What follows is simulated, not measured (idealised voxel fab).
Process module, titled voxel wiring stack
FYI the section here is cut, 240 nm wide, cells are 5 nm squares.
Throughout this document, each cross-section is represented as a grid of square cells and is presented as a sequence of bands enumerated from the top downward, where a band comprises one or more rows of cells. The entry gives the band's vertical extent as a top height and a bottom height in nm, then its horizontal make-up as materials from left to right, each with a width in nm. "empty" stands for empty space; a single material marked "edge to edge" fills the band edge to edge. Heights are expressed relative to 0, this being the level below which the as-received wafer comprises one material exclusively. The lowest band is unbounded in the downward direction and is denoted as in "top 0, no bottom". When a width is written as two numbers, as in "30->40", the first number is the width in the top row of cells of the band and the second is the width in its bottom row, and the width changes by the same amount from each row to the next. "nothing different" means the step left every cell of the cross-section as it was. Reported under the label "Voids lacking openings" are the empty spaces having no open way to the top and comprising 8 cells or more; the notation for each is width x height at distance, in which the distance is measured from the left edge and all three values are in nm. Anything after a step's settings on that line? It's the simulator's own note about the step. What "overlay nm" on a step's line means: if the step has a mask, that mask lay this far to the right of its planned place, or, when the value is negative, to the left.

[Here's what the planned process steps look like]
step 1: RECEIVE with material Si
step 2: CONFORMAL_DEP with material SiO2, thk nm 15
step 3: CONFORMAL_DEP with material SiN, thk nm 5
step 4: DIRECTIONAL_DEP with material SiO2, thk nm 20
step 5: MASKED_ETCH with tone open, mask id METAL_1, width nm 30, pitch nm 50, etch materials SiO2, depth nm 20, overlay nm 0
step 6: MASKED_ETCH with tone open, mask id METAL_1, width nm 30, pitch nm 50, etch materials SiN, depth nm 5, overlay nm 0
step 7: CONFORMAL_DEP with material TiN, thk nm 5
step 8: FILL_DEP with material Cu, thk nm 5
step 9: CMP with height nm 40
step 10: CONFORMAL_DEP with material SiCN, thk nm 5
step 11: DIRECTIONAL_DEP with material SiO2, thk nm 15
step 12: PATTERN with tone open, mask id PLUG_1, material resist, width nm 15, pitch nm 50, thk nm 15, overlay nm 0
step 13: DIRECTIONAL_ETCH with etch materials SiO2, depth nm 15
step 14: DIRECTIONAL_ETCH with etch materials SiCN, depth nm 5
step 15: STRIP with etch materials resist
step 16: CONFORMAL_DEP with material TiN, thk nm 5
step 17: FILL_DEP with material Ru, thk nm 5
step 18: CMP with height nm 60
step 19: DIRECTIONAL_DEP with material TiN, thk nm 5
step 20: DIRECTIONAL_DEP with material Ru, thk nm 20
step 21: DIRECTIONAL_DEP with material aC, thk nm 10
step 22: PATTERN with tone cover, mask id METAL_2, material resist, width nm 30, pitch nm 50, thk nm 25, overlay nm 0
step 23: DIRECTIONAL_ETCH with etch materials aC, depth nm 10
step 24: STRIP with etch materials resist
step 25: DIRECTIONAL_ETCH with etch materials Ru, depth nm 20
step 26: DIRECTIONAL_ETCH with etch materials TiN, depth nm 5
step 27: STRIP with etch materials aC
step 28: CONFORMAL_DEP with material SiCN, thk nm 5
step 29: FILL_DEP with material lowk, thk nm 5
step 30: CMP with height nm 85
step 31: CONFORMAL_DEP with material SiCN, thk nm 5
step 32: DIRECTIONAL_DEP with material SiO2, thk nm 30
step 33: PATTERN with tone open, mask id METAL_3_HOLES, material resist, width nm 15, pitch nm 100, thk nm 15, overlay nm 0
step 34: DIRECTIONAL_ETCH with etch materials SiO2, depth nm 30
step 35: STRIP with etch materials resist
step 36: PATTERN with tone open, mask id METAL_3, material resist, width nm 30, pitch nm 50, thk nm 20, overlay nm 0
step 37: DIRECTIONAL_ETCH with etch materials SiO2, depth nm 20
step 38: DIRECTIONAL_ETCH with etch materials SiCN, depth nm 5
step 39: STRIP with etch materials resist
step 40: CONFORMAL_DEP with material TiN, thk nm 5
step 41: FILL_DEP with material Cu, thk nm 10
step 42: CMP with height nm 120
step 43: CONFORMAL_DEP with material SiCN, thk nm 5

[Incoming wafer in cross-section (state: after step 1)]
  top 0, no bottom: Si edge to edge
  Voids lacking openings: none

[Below is the wafer in cross-section after the module was completed. It began from the starting point shown above and followed the plan shown above, except that one mistake was made while running it]
  top 125, bottom 120: SiCN edge to edge
  top 120, bottom 105: 30 of SiO2  5 of TiN  20 of Cu  5 of TiN  20 of SiO2  5 of TiN  20 of Cu  5 of TiN  20 of SiO2  5 of TiN  20 of Cu  5 of TiN  20 of SiO2  5 of TiN  20 of Cu  5 of TiN  30 of SiO2
  top 105, bottom 100: 30 of SiO2  5 of TiN  5 of Cu  20 of TiN  20 of SiO2  30 of TiN  20 of SiO2  5 of TiN  5 of Cu  20 of TiN  20 of SiO2  30 of TiN  30 of SiO2
  top 100, bottom 90: 30 of SiO2  5 of TiN  5 of Cu  5 of TiN  85 of SiO2  5 of TiN  5 of Cu  5 of TiN  95 of SiO2
  top 90, bottom 85: 30 of SiCN  15 of TiN  85 of SiCN  15 of TiN  95 of SiCN
  top 85, bottom 65: 25 of lowk  5 of SiCN  30 of Ru  5 of SiCN  10 of lowk  5 of SiCN  30 of Ru  5 of SiCN  10 of lowk  5 of SiCN  30 of Ru  5 of SiCN  10 of lowk  5 of SiCN  30 of Ru  5 of SiCN  25 of lowk
  top 65, bottom 60: 30 of SiCN  30 of TiN  20 of SiCN  30 of TiN  20 of SiCN  30 of TiN  20 of SiCN  30 of TiN  30 of SiCN
  top 60, bottom 45: 30 of SiO2  5 of TiN  5 of Ru  5 of TiN  35 of SiO2  5 of TiN  5 of Ru  5 of TiN  35 of SiO2  5 of TiN  5 of Ru  5 of TiN  35 of SiO2  5 of TiN  5 of Ru  5 of TiN  45 of SiO2
  top 45, bottom 40: 30 of SiCN  15 of TiN  35 of SiCN  15 of TiN  35 of SiCN  15 of TiN  35 of SiCN  15 of TiN  45 of SiCN
  top 40, bottom 35: 35 of TiN  20 of Cu  30 of TiN  20 of Cu  30 of TiN  20 of Cu  30 of TiN  20 of Cu  35 of TiN
  top 35, bottom 20: 30 of SiO2  5 of TiN  20 of Cu  5 of TiN  20 of SiO2  5 of TiN  20 of Cu  5 of TiN  20 of SiO2  5 of TiN  20 of Cu  5 of TiN  20 of SiO2  5 of TiN  20 of Cu  5 of TiN  30 of SiO2
  top 20, bottom 15: 30 of SiN  30 of TiN  20 of SiN  30 of TiN  20 of SiN  30 of TiN  20 of SiN  30 of TiN  30 of SiN
  top 15, bottom 0: SiO2 edge to edge
  top 0, no bottom: Si edge to edge
  Voids lacking openings: none
The plan and the run diverged here: step 4 off recipe, ran as DIRECTIONAL_DEP with material SiO2, thk nm 15
